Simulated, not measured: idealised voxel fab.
Module name: voxel transistor to metal (process module)
The cross-section shown here is cut; it is 195 nm wide and divided into square cells measuring 5 nm on a side.
Cross-section layout: square cells on a grid; listed as bands, top to bottom; a band spans one or more cell rows.
Look at the band entry: it leads with the top's height and the bottom's height in nm. Then it lists the materials left to right, with a width in nm for each. The word "everywhere" on a single material says that material fills the band edge to edge. The word "empty" is empty space.
Height reference: 0 = level under which incoming wafer is all one material. Lowest band: no bottom, runs on downward, e.g. "0 nm and below".
The two numbers in a width such as "30->40" mark its ends across the band: the first belongs to the top row of cells, the second to the bottom row, and from each row to the next the width moves by the same amount.
"left unchanged" for a step: no cell of the cross-section changed in that step.
Entry "Closed cavity list". Content: empty spaces with no open connection to the top, size 8 cells or greater. Each: width x height at distance. Distance: from left edge. Unit: nm.
On each step's line, the part that comes after the settings is the simulator's own comment on the step.
On any step carrying a mask, the "overlay nm" setting, if present on the step's line, tells how far right of its planned place the mask lay; negative values point to the left.
Pairs, read this way: before one process step on the one hand, after it on the other, the after cross-section ending at the lowest band that changed; the step between, settings included, beneath. Same starting wafer throughout, but possibly different runs of this module, so no pair continues from the pair above unless its entry headed "Geometry before processing" says so.

## Geometry before processing
  20 nm to 5 nm: SiO2 75 nm, then SiN 5 nm, then empty 30 nm, then SiN 5 nm, then SiO2 80 nm
  5 nm to 0 nm: SiO2 40 nm, then SiN 5 nm, then SiO2 100 nm, then SiN 5 nm, then SiO2 45 nm
  0 nm to -5 nm: nSi 40 nm, then SiO2 110 nm, then nSi 45 nm
  -5 nm to -20 nm: Si 40 nm, then SiO2 110 nm, then Si 45 nm
  -20 nm and below: Si everywhere
  Closed cavity list: none

## Cross-Section After Step
  20 nm to 15 nm: empty 75 nm, then SiN 5 nm, then empty 30 nm, then SiN 5 nm, then empty 80 nm
  15 nm to 5 nm: SiO2 75 nm, then SiN 5 nm, then empty 30 nm, then SiN 5 nm, then SiO2 80 nm
  5 nm to 0 nm: SiO2 40 nm, then SiN 5 nm, then SiO2 30 nm, then empty 40 nm, then SiO2 30 nm, then SiN 5 nm, then SiO2 45 nm
  Below 0, no change.
  Closed cavity list: none
Relating the two cross-sections above, the step in between is SELECTIVE_ETCH,etch materials SiO2,depth nm 5

Geometry before processing: as in the pair right above, post-step view.

## Cross-Section After Step
  25 nm to 20 nm: empty 70 nm, then HfO2 15 nm, then empty 20 nm, then HfO2 15 nm, then empty 75 nm
  20 nm to 15 nm: HfO2 75 nm, then SiN 5 nm, then HfO2 5 nm, then empty 20 nm, then HfO2 5 nm, then SiN 5 nm, then HfO2 80 nm
  15 nm to 5 nm: SiO2 75 nm, then SiN 5 nm, then HfO2 5 nm, then empty 20 nm, then HfO2 5 nm, then SiN 5 nm, then SiO2 80 nm
  5 nm to 0 nm: SiO2 40 nm, then SiN 5 nm, then SiO2 30 nm, then HfO2 40 nm, then SiO2 30 nm, then SiN 5 nm, then SiO2 45 nm
  Below 0, no change.
  Closed cavity list: none
Relating the two cross-sections above, the step in between is CONFORMAL_DEP,material HfO2,thk nm 5

Geometry before processing: as in the pair right above, post-step view.

## Cross-Section After Step
  30 nm to 25 nm: empty 65 nm, then TiN 25 nm, then empty 10 nm, then TiN 25 nm, then empty 70 nm
  25 nm to 20 nm: TiN 70 nm, then HfO2 15 nm, then TiN 5 nm, then empty 10 nm, then TiN 5 nm, then HfO2 15 nm, then TiN 75 nm
  20 nm to 15 nm: HfO2 75 nm, then SiN 5 nm, then HfO2 5 nm, then TiN 5 nm, then empty 10 nm, then TiN 5 nm, then HfO2 5 nm, then SiN 5 nm, then HfO2 80 nm
  15 nm to 10 nm: SiO2 75 nm, then SiN 5 nm, then HfO2 5 nm, then TiN 5 nm, then empty 10 nm, then TiN 5 nm, then HfO2 5 nm, then SiN 5 nm, then SiO2 80 nm
  10 nm to 5 nm: SiO2 75 nm, then SiN 5 nm, then HfO2 5 nm, then TiN 20 nm, then HfO2 5 nm, then SiN 5 nm, then SiO2 80 nm
  Below 5, no change.
  Closed cavity list: none
Relating the two cross-sections above, the step in between is CONFORMAL_DEP,material TiN,thk nm 5

Geometry before processing: as in the pair right above, post-step view.

## Cross-Section After Step
  35 nm to 30 nm: W everywhere
  30 nm to 25 nm: W 65 nm, then TiN 25 nm, then W 10 nm, then TiN 25 nm, then W 70 nm
  25 nm to 20 nm: TiN 70 nm, then HfO2 15 nm, then TiN 5 nm, then W 10 nm, then TiN 5 nm, then HfO2 15 nm, then TiN 75 nm
  20 nm to 15 nm: HfO2 75 nm, then SiN 5 nm, then HfO2 5 nm, then TiN 5 nm, then W 10 nm, then TiN 5 nm, then HfO2 5 nm, then SiN 5 nm, then HfO2 80 nm
  15 nm to 10 nm: SiO2 75 nm, then SiN 5 nm, then HfO2 5 nm, then TiN 5 nm, then W 10 nm, then TiN 5 nm, then HfO2 5 nm, then SiN 5 nm, then SiO2 80 nm
  Below 10, no change.
  Closed cavity list: none
Relating the two cross-sections above, the step in between is FILL_DEP,material W,thk nm 5

Geometry before processing: as in the pair right above, post-step view.

## Cross-Section After Step
  15 nm to 10 nm: SiO2 75 nm, then SiN 5 nm, then HfO2 5 nm, then TiN 5 nm, then W 10 nm, then TiN 5 nm, then HfO2 5 nm, then SiN 5 nm, then SiO2 80 nm
  Below 10, no change.
  Closed cavity list: none
Relating the two cross-sections above, the step in between is CMP,height nm 15

Geometry before processing: as in the pair right above, post-step view.

## Cross-Section After Step
  30 nm to 15 nm: SiO2 everywhere
  Below 15, no change.
  Closed cavity list: none
Relating the two cross-sections above, the step in between is DIRECTIONAL_DEP,material SiO2,thk nm 15

Geometry before processing: as in the pair right above, post-step view.

## Cross-Section After Step
  45 nm to 30 nm: aC everywhere
  Below 30, no change.
  Closed cavity list: none
Relating the two cross-sections above, the step in between is DIRECTIONAL_DEP,material aC,thk nm 15

Geometry before processing: as in the pair right above, post-step view.

## Cross-Section After Step
  80 nm to 45 nm: resist 50 nm, then empty 15 nm, then resist 60 nm, then empty 15 nm, then resist 55 nm
  Below 45, no change.
  Closed cavity list: none
Relating the two cross-sections above, the step in between is PATTERN,tone open,mask id CONTACT,material resist,width nm 15,pitch nm 75,thk nm 35,overlay nm 0

Geometry before processing: as in the pair right above, post-step view.

## Cross-Section After Step
  65 nm to 45 nm: resist 50 nm, then empty 15 nm, then resist 60 nm, then empty 15 nm, then resist 55 nm
  45 nm to 30 nm: aC 50 nm, then empty 15 nm, then aC 60 nm, then empty 15 nm, then aC 55 nm
  Below 30, no change.
  Closed cavity list: none
Relating the two cross-sections above, the step in between is DIRECTIONAL_ETCH,etch materials aC,depth nm 15

Geometry before processing: as in the pair right above, post-step view.

## Cross-Section After Step
  45 nm to 30 nm: aC 50 nm, then empty 15 nm, then aC 60 nm, then empty 15 nm, then aC 55 nm
  Below 30, no change.
  Closed cavity list: none
Relating the two cross-sections above, the step in between is STRIP,etch materials resist

Geometry before processing: as in the pair right above, post-step view.

## Cross-Section After Step
  45 nm to 30 nm: aC 50 nm, then empty 15 nm, then aC 60 nm, then empty 15 nm, then aC 55 nm
  30 nm to 15 nm: SiO2 50 nm, then empty 15 nm, then SiO2 60 nm, then empty 15 nm, then SiO2 55 nm
  15 nm to 10 nm: SiO2 50 nm, then empty 15 nm, then SiO2 10 nm, then SiN 5 nm, then HfO2 5 nm, then TiN 5 nm, then W 10 nm, then TiN 5 nm, then HfO2 5 nm, then SiN 5 nm, then SiO2 10 nm, then empty 15 nm, then SiO2 55 nm
  10 nm to 5 nm: SiO2 50 nm, then empty 15 nm, then SiO2 10 nm, then SiN 5 nm, then HfO2 5 nm, then TiN 20 nm, then HfO2 5 nm, then SiN 5 nm, then SiO2 10 nm, then empty 15 nm, then SiO2 55 nm
  5 nm to 0 nm: SiO2 40 nm, then SiN 5 nm, then SiO2 5 nm, then empty 15 nm, then SiO2 10 nm, then HfO2 40 nm, then SiO2 10 nm, then empty 15 nm, then SiO2 5 nm, then SiN 5 nm, then SiO2 45 nm
  Below 0, no change.
  Closed cavity list: none
Relating the two cross-sections above, the step in between is DIRECTIONAL_ETCH,etch materials SiO2,depth nm 30

Geometry before processing: as in the pair right above, post-step view.

## Cross-Section After Step
  30 nm to 15 nm: SiO2 50 nm, then empty 15 nm, then SiO2 60 nm, then empty 15 nm, then SiO2 55 nm
  Below 15, no change.
  Closed cavity list: none
Relating the two cross-sections above, the step in between is STRIP,etch materials aC

Geometry before processing: as in the pair right above, post-step view.

## Cross-Section After Step
  35 nm to 30 nm: TiN 55 nm, then empty 5 nm, then TiN 70 nm, then empty 5 nm, then TiN 60 nm
  30 nm to 15 nm: SiO2 50 nm, then TiN 5 nm, then empty 5 nm, then TiN 5 nm, then SiO2 60 nm, then TiN 5 nm, then empty 5 nm, then TiN 5 nm, then SiO2 55 nm
  15 nm to 10 nm: SiO2 50 nm, then TiN 5 nm, then empty 5 nm, then TiN 5 nm, then SiO2 10 nm, then SiN 5 nm, then HfO2 5 nm, then TiN 5 nm, then W 10 nm, then TiN 5 nm, then HfO2 5 nm, then SiN 5 nm, then SiO2 10 nm, then TiN 5 nm, then empty 5 nm, then TiN 5 nm, then SiO2 55 nm
  10 nm to 5 nm: SiO2 50 nm, then TiN 5 nm, then empty 5 nm, then TiN 5 nm, then SiO2 10 nm, then SiN 5 nm, then HfO2 5 nm, then TiN 20 nm, then HfO2 5 nm, then SiN 5 nm, then SiO2 10 nm, then TiN 5 nm, then empty 5 nm, then TiN 5 nm, then SiO2 55 nm
  5 nm to 0 nm: SiO2 40 nm, then SiN 5 nm, then SiO2 5 nm, then TiN 15 nm, then SiO2 10 nm, then HfO2 40 nm, then SiO2 10 nm, then TiN 15 nm, then SiO2 5 nm, then SiN 5 nm, then SiO2 45 nm
  Below 0, no change.
  Closed cavity list: none
Relating the two cross-sections above, the step in between is CONFORMAL_DEP,material TiN,thk nm 5

Geometry before processing: as in the pair right above, post-step view.

## Cross-Section After Step
  45 nm to 35 nm: Ru everywhere
  35 nm to 30 nm: TiN 55 nm, then Ru 5 nm, then TiN 70 nm, then Ru 5 nm, then TiN 60 nm
  30 nm to 15 nm: SiO2 50 nm, then TiN 5 nm, then Ru 5 nm, then TiN 5 nm, then SiO2 60 nm, then TiN 5 nm, then Ru 5 nm, then TiN 5 nm, then SiO2 55 nm
  15 nm to 10 nm: SiO2 50 nm, then TiN 5 nm, then Ru 5 nm, then TiN 5 nm, then SiO2 10 nm, then SiN 5 nm, then HfO2 5 nm, then TiN 5 nm, then W 10 nm, then TiN 5 nm, then HfO2 5 nm, then SiN 5 nm, then SiO2 10 nm, then TiN 5 nm, then Ru 5 nm, then TiN 5 nm, then SiO2 55 nm
  10 nm to 5 nm: SiO2 50 nm, then TiN 5 nm, then Ru 5 nm, then TiN 5 nm, then SiO2 10 nm, then SiN 5 nm, then HfO2 5 nm, then TiN 20 nm, then HfO2 5 nm, then SiN 5 nm, then SiO2 10 nm, then TiN 5 nm, then Ru 5 nm, then TiN 5 nm, then SiO2 55 nm
  Below 5, no change.
  Closed cavity list: none
Relating the two cross-sections above, the step in between is FILL_DEP,material Ru,thk nm 10

Geometry before processing: as in the pair right above, post-step view.

## Cross-Section After Step
  30 nm to 15 nm: SiO2 50 nm, then TiN 5 nm, then Ru 5 nm, then TiN 5 nm, then SiO2 60 nm, then TiN 5 nm, then Ru 5 nm, then TiN 5 nm, then SiO2 55 nm
  Below 15, no change.
  Closed cavity list: none
Relating the two cross-sections above, the step in between is CMP,height nm 30

Geometry before processing: as in the pair right above, post-step view.

## Cross-Section After Step
  35 nm to 30 nm: TiN everywhere
  Below 30, no change.
  Closed cavity list: none
Relating the two cross-sections above, the step in between is DIRECTIONAL_DEP,material TiN,thk nm 5

Geometry before processing: as in the pair right above, post-step view.

## Cross-Section After Step
  55 nm to 35 nm: Ru everywhere
  Below 35, no change.
  Closed cavity list: none
Relating the two cross-sections above, the step in between is DIRECTIONAL_DEP,material Ru,thk nm 20

Geometry before processing: as in the pair right above, post-step view.

## Cross-Section After Step
  55 nm to 35 nm: empty 50 nm, then Ru 15 nm, then empty 60 nm, then Ru 15 nm, then empty 55 nm
  Below 35, no change.
  Closed cavity list: none
Relating the two cross-sections above, the step in between is MASKED_ETCH,tone cover,mask id METAL_1,width nm 15,pitch nm 75,etch materials Ru,depth nm 20,overlay nm 0

Geometry before processing: as in the pair right above, post-step view.

## Cross-Section After Step
  55 nm to 35 nm: empty 50 nm, then Ru 15 nm, then empty 60 nm, then Ru 15 nm, then empty 55 nm
  35 nm to 30 nm: empty 50 nm, then TiN 15 nm, then empty 60 nm, then TiN 15 nm, then empty 55 nm
  Below 30, no change.
  Closed cavity list: none
Relating the two cross-sections above, the step in between is MASKED_ETCH,tone cover,mask id METAL_1,width nm 15,pitch nm 75,etch materials TiN,depth nm 5,overlay nm 0

Geometry before processing: as in the pair right above, post-step view.

## Cross-Section After Step
  60 nm to 55 nm: lowk everywhere
  55 nm to 35 nm: lowk 50 nm, then Ru 15 nm, then lowk 60 nm, then Ru 15 nm, then lowk 55 nm
  35 nm to 30 nm: lowk 50 nm, then TiN 15 nm, then lowk 60 nm, then TiN 15 nm, then lowk 55 nm
  Below 30, no change.
  Closed cavity list: none
Relating the two cross-sections above, the step in between is FILL_DEP,material lowk,thk nm 5

Geometry before processing: as in the pair right above, post-step view.

## Cross-Section After Step
  55 nm to 35 nm: lowk 50 nm, then Ru 15 nm, then lowk 60 nm, then Ru 15 nm, then lowk 55 nm
  Below 35, no change.
  Closed cavity list: none
Relating the two cross-sections above, the step in between is CMP,height nm 55

Geometry before processing: as in the pair right above, post-step view.

## Cross-Section After Step
  60 nm to 55 nm: SiCN everywhere
  Below 55, no change.
  Closed cavity list: none
Relating the two cross-sections above, the step in between is CONFORMAL_DEP,material SiCN,thk nm 5

Geometry before processing: as in the pair right above, post-step view.

## Cross-Section After Step
  95 nm to 60 nm: lowk everywhere
  Below 60, no change.
  Closed cavity list: none
Relating the two cross-sections above, the step in between is DIRECTIONAL_DEP,material lowk,thk nm 35

Geometry before processing: as in the pair right above, post-step view.

## Cross-Section After Step
  110 nm to 95 nm: aC everywhere
  Below 95, no change.
  Closed cavity list: none
Relating the two cross-sections above, the step in between is DIRECTIONAL_DEP,material aC,thk nm 15

Geometry before processing: as in the pair right above, post-step view.

## Cross-Section After Step
  145 nm to 110 nm: resist 50 nm, then empty 15 nm, then resist 60 nm, then empty 15 nm, then resist 55 nm
  Below 110, no change.
  Closed cavity list: none
Relating the two cross-sections above, the step in between is PATTERN,tone open,mask id METAL_2,material resist,width nm 15,pitch nm 75,thk nm 35,overlay nm 0

Geometry before processing: as in the pair right above, post-step view.

## Cross-Section After Step
  130 nm to 110 nm: resist 50 nm, then empty 15 nm, then resist 60 nm, then empty 15 nm, then resist 55 nm
  110 nm to 95 nm: aC 50 nm, then empty 15 nm, then aC 60 nm, then empty 15 nm, then aC 55 nm
  Below 95, no change.
  Closed cavity list: none
Relating the two cross-sections above, the step in between is DIRECTIONAL_ETCH,etch materials aC,depth nm 15

Geometry before processing: as in the pair right above, post-step view.

## Cross-Section After Step
  110 nm to 95 nm: aC 50 nm, then empty 15 nm, then aC 60 nm, then empty 15 nm, then aC 55 nm
  Below 95, no change.
  Closed cavity list: none
Relating the two cross-sections above, the step in between is STRIP,etch materials resist

Geometry before processing: as in the pair right above, post-step view.

## Cross-Section After Step
  110 nm to 95 nm: aC 50 nm, then empty 15 nm, then aC 60 nm, then empty 15 nm, then aC 55 nm
  95 nm to 75 nm: lowk 50 nm, then empty 15 nm, then lowk 60 nm, then empty 15 nm, then lowk 55 nm
  Below 75, no change.
  Closed cavity list: none
Relating the two cross-sections above, the step in between is DIRECTIONAL_ETCH,etch materials lowk,depth nm 20

Geometry before processing: as in the pair right above, post-step view.

## Cross-Section After Step
  95 nm to 75 nm: lowk 50 nm, then empty 15 nm, then lowk 60 nm, then empty 15 nm, then lowk 55 nm
  Below 75, no change.
  Closed cavity list: none
Relating the two cross-sections above, the step in between is STRIP,etch materials aC

Geometry before processing: as in the pair right above, post-step view.

## Cross-Section After Step
  110 nm to 95 nm: aC 50 nm, then empty 15 nm, then aC 60 nm, then empty 15 nm, then aC 55 nm
  95 nm to 90 nm: lowk 50 nm, then empty 15 nm, then lowk 60 nm, then empty 15 nm, then lowk 55 nm
  90 nm to 75 nm: lowk 50 nm, then aC 15 nm, then lowk 60 nm, then aC 15 nm, then lowk 55 nm
  Below 75, no change.
  Closed cavity list: none
Relating the two cross-sections above, the step in between is DIRECTIONAL_DEP,material aC,thk nm 15

Geometry before processing: as in the pair right above, post-step view.

## Cross-Section After Step
  145 nm to 110 nm: resist 50 nm, then empty 15 nm, then resist 60 nm, then empty 15 nm, then resist 55 nm
  Below 110, no change.
  Closed cavity list: none
Relating the two cross-sections above, the step in between is PATTERN,tone open,mask id METAL_2_HOLES,material resist,width nm 15,pitch nm 75,thk nm 35,overlay nm 0

Geometry before processing: as in the pair right above, post-step view.

## Cross-Section After Step
  130 nm to 110 nm: resist 50 nm, then empty 15 nm, then resist 60 nm, then empty 15 nm, then resist 55 nm
  110 nm to 95 nm: aC 50 nm, then empty 15 nm, then aC 60 nm, then empty 15 nm, then aC 55 nm
  95 nm to 75 nm: lowk 50 nm, then empty 15 nm, then lowk 60 nm, then empty 15 nm, then lowk 55 nm
  Below 75, no change.
  Closed cavity list: none
Relating the two cross-sections above, the step in between is DIRECTIONAL_ETCH,etch materials aC,depth nm 15

Geometry before processing: as in the pair right above, post-step view.

## Cross-Section After Step
  110 nm to 95 nm: aC 50 nm, then empty 15 nm, then aC 60 nm, then empty 15 nm, then aC 55 nm
  Below 95, no change.
  Closed cavity list: none
Relating the two cross-sections above, the step in between is STRIP,etch materials resist

Geometry before processing: as in the pair right above, post-step view.

## Cross-Section After Step
  110 nm to 95 nm: aC 50 nm, then empty 15 nm, then aC 60 nm, then empty 15 nm, then aC 55 nm
  95 nm to 60 nm: lowk 50 nm, then empty 15 nm, then lowk 60 nm, then empty 15 nm, then lowk 55 nm
  Below 60, no change.
  Closed cavity list: none
Relating the two cross-sections above, the step in between is DIRECTIONAL_ETCH,etch materials lowk,depth nm 15

Geometry before processing: as in the pair right above, post-step view.

## Cross-Section After Step
  110 nm to 95 nm: aC 50 nm, then empty 15 nm, then aC 60 nm, then empty 15 nm, then aC 55 nm
  95 nm to 60 nm: lowk 50 nm, then empty 15 nm, then lowk 60 nm, then empty 15 nm, then lowk 55 nm
  60 nm to 55 nm: SiCN 50 nm, then empty 15 nm, then SiCN 60 nm, then empty 15 nm, then SiCN 55 nm
  Below 55, no change.
  Closed cavity list: none
Relating the two cross-sections above, the step in between is DIRECTIONAL_ETCH,etch materials SiCN,depth nm 5

Geometry before processing: as in the pair right above, post-step view.

## Cross-Section After Step
  95 nm to 60 nm: lowk 50 nm, then empty 15 nm, then lowk 60 nm, then empty 15 nm, then lowk 55 nm
  Below 60, no change.
  Closed cavity list: none
Relating the two cross-sections above, the step in between is STRIP,etch materials aC

Geometry before processing: as in the pair right above, post-step view.

## Cross-Section After Step
  100 nm to 95 nm: TiN 55 nm, then empty 5 nm, then TiN 70 nm, then empty 5 nm, then TiN 60 nm
  95 nm to 60 nm: lowk 50 nm, then TiN 5 nm, then empty 5 nm, then TiN 5 nm, then lowk 60 nm, then TiN 5 nm, then empty 5 nm, then TiN 5 nm, then lowk 55 nm
  60 nm to 55 nm: SiCN 50 nm, then TiN 15 nm, then SiCN 60 nm, then TiN 15 nm, then SiCN 55 nm
  Below 55, no change.
  Closed cavity list: none
Relating the two cross-sections above, the step in between is CONFORMAL_DEP,material TiN,thk nm 5

Geometry before processing: as in the pair right above, post-step view.

## Cross-Section After Step
  105 nm to 100 nm: Ru everywhere
  100 nm to 95 nm: TiN 55 nm, then Ru 5 nm, then TiN 70 nm, then Ru 5 nm, then TiN 60 nm
  95 nm to 60 nm: lowk 50 nm, then TiN 5 nm, then Ru 5 nm, then TiN 5 nm, then lowk 60 nm, then TiN 5 nm, then Ru 5 nm, then TiN 5 nm, then lowk 55 nm
  Below 60, no change.
  Closed cavity list: none
Relating the two cross-sections above, the step in between is FILL_DEP,material Ru,thk nm 5

Geometry before processing: as in the pair right above, post-step view.

## Cross-Section After Step
  95 nm to 60 nm: lowk 50 nm, then TiN 5 nm, then Ru 5 nm, then TiN 5 nm, then lowk 60 nm, then TiN 5 nm, then Ru 5 nm, then TiN 5 nm, then lowk 55 nm
  Below 60, no change.
  Closed cavity list: none
Relating the two cross-sections above, the step in between is CMP,height nm 95

Geometry before processing: as in the pair right above, post-step view.

## Cross-Section After Step
  100 nm to 95 nm: SiN everywhere
  Below 95, no change.
  Closed cavity list: none
Relating the two cross-sections above, the step in between is CONFORMAL_DEP,material SiN,thk nm 5
